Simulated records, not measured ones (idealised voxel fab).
process module | voxel capacitor over wiring
cross-section cut | 160 nm wide | cells 5 nm
A cross-section is a grid of square cells, given in bands from the top down. A band is one or more rows of cells.
Each band's line starts with the height of the band's top and of its bottom, in nm. Then come its materials from left to right, each with its width in nm. One material with "throughout" fills the band from edge to edge. "air" is empty space.
Height 0 is the level under which the wafer as received is all one material. The lowest band goes on downwards, as in "0 down".
A width such as "30 to 40" changes by the same amount from each row of cells to the next, from the band's top row to its bottom row.
"no change" after a step means that no cell of the cross-section changed.
closed voids: empty space of 8 cells or more with no open way to the top, each as width x height at its distance from the left edge, in nm
after a step's settings: what the simulator itself notes on the step
overlay nm, on a step with a mask: how far to the right of its planned place the mask lay; to the left if negative
plan
1 op RECEIVE | material Si
2 op CONFORMAL_DEP | material SiO2 | thk nm 15
3 op DIRECTIONAL_DEP | material TiN | thk nm 5
4 op DIRECTIONAL_DEP | material W | thk nm 25
5 op DIRECTIONAL_DEP | material aC | thk nm 10
6 op PATTERN | tone cover | mask id METAL_1 | material resist | width nm 20 | pitch nm 70 | thk nm 25 | overlay nm 0
7 op DIRECTIONAL_ETCH | etch materials aC | depth nm 10
8 op STRIP | etch materials resist
9 op DIRECTIONAL_ETCH | etch materials W | depth nm 25
10 op DIRECTIONAL_ETCH | etch materials TiN | depth nm 5
11 op STRIP | etch materials aC
12 op FILL_DEP | material SiO2 | thk nm 5
13 op CMP | height nm 45
14 op CONFORMAL_DEP | material SiCN | thk nm 5
15 op DIRECTIONAL_DEP | material lowk | thk nm 10
16 op MASKED_ETCH | tone open | mask id PLUG_1 | width nm 15 | etch materials lowk | depth nm 10 | overlay nm 0
17 op MASKED_ETCH | tone open | mask id PLUG_1 | width nm 15 | etch materials SiCN | depth nm 5 | overlay nm 0
18 op EPI | material Ru | thk nm 10
19 op EPI | material Ru | thk nm 5
20 op DIRECTIONAL_DEP | material TiN | thk nm 10
21 op DIRECTIONAL_DEP | material SiN | thk nm 5
22 op DIRECTIONAL_DEP | material TiN | thk nm 10
23 op DIRECTIONAL_DEP | material aC | thk nm 10
24 op PATTERN | tone cover | mask id UPPER_PLATE | material resist | width nm 55 | thk nm 30 | overlay nm 0
25 op DIRECTIONAL_ETCH | etch materials aC | depth nm 10
26 op STRIP | etch materials resist
27 op DIRECTIONAL_ETCH | etch materials TiN | depth nm 10
28 op DIRECTIONAL_ETCH | etch materials SiN | depth nm 5
29 op STRIP | etch materials aC
30 op PATTERN | tone cover | mask id LOWER_PLATE | material resist | width nm 65 | thk nm 20 | overlay nm 0
31 op DIRECTIONAL_ETCH | etch materials TiN | depth nm 10
32 op STRIP | etch materials resist
33 op FILL_DEP | material SiO2 | thk nm 15
34 op CMP | height nm 95
35 op PATTERN | tone open | mask id PLUG_2 | material resist | width nm 15 | thk nm 15 | overlay nm 0
36 op DIRECTIONAL_ETCH | etch materials SiO2 | depth nm 10
37 op STRIP | etch materials resist
38 op CONFORMAL_DEP | material TiN | thk nm 5
39 op FILL_DEP | material W | thk nm 10
40 op CMP | height nm 95
41 op CONFORMAL_DEP | material SiCN | thk nm 5
as received, after step 1
  0 down: Si throughout
  closed voids: none
a wafer at the end: this start, this plan, one mistake
  100 to 95: SiCN throughout
  95 to 85: SiO2 40 | TiN 25 | SiO2 95
  85 to 80: SiO2 40 | SiN 25 | TiN 30 | SiO2 65
  80 to 75: SiO2 35 | TiN 60 | SiO2 65
  75 to 70: SiO2 35 | TiN 30 | SiN 30 | SiO2 65
  70 to 60: SiO2 30 | Ru 35 | TiN 35 | SiO2 60
  60 to 50: lowk 40 | Ru 15 | lowk 105
  50 to 45: SiCN 40 | Ru 15 | SiCN 105
  45 to 20: SiO2 35 | W 20 | SiO2 50 | W 20 | SiO2 35
  20 to 15: SiO2 35 | TiN 20 | SiO2 50 | TiN 20 | SiO2 35
  15 to 0: SiO2 throughout
  0 down: Si throughout
  closed voids: none
what went wrong: step 18 was run twice
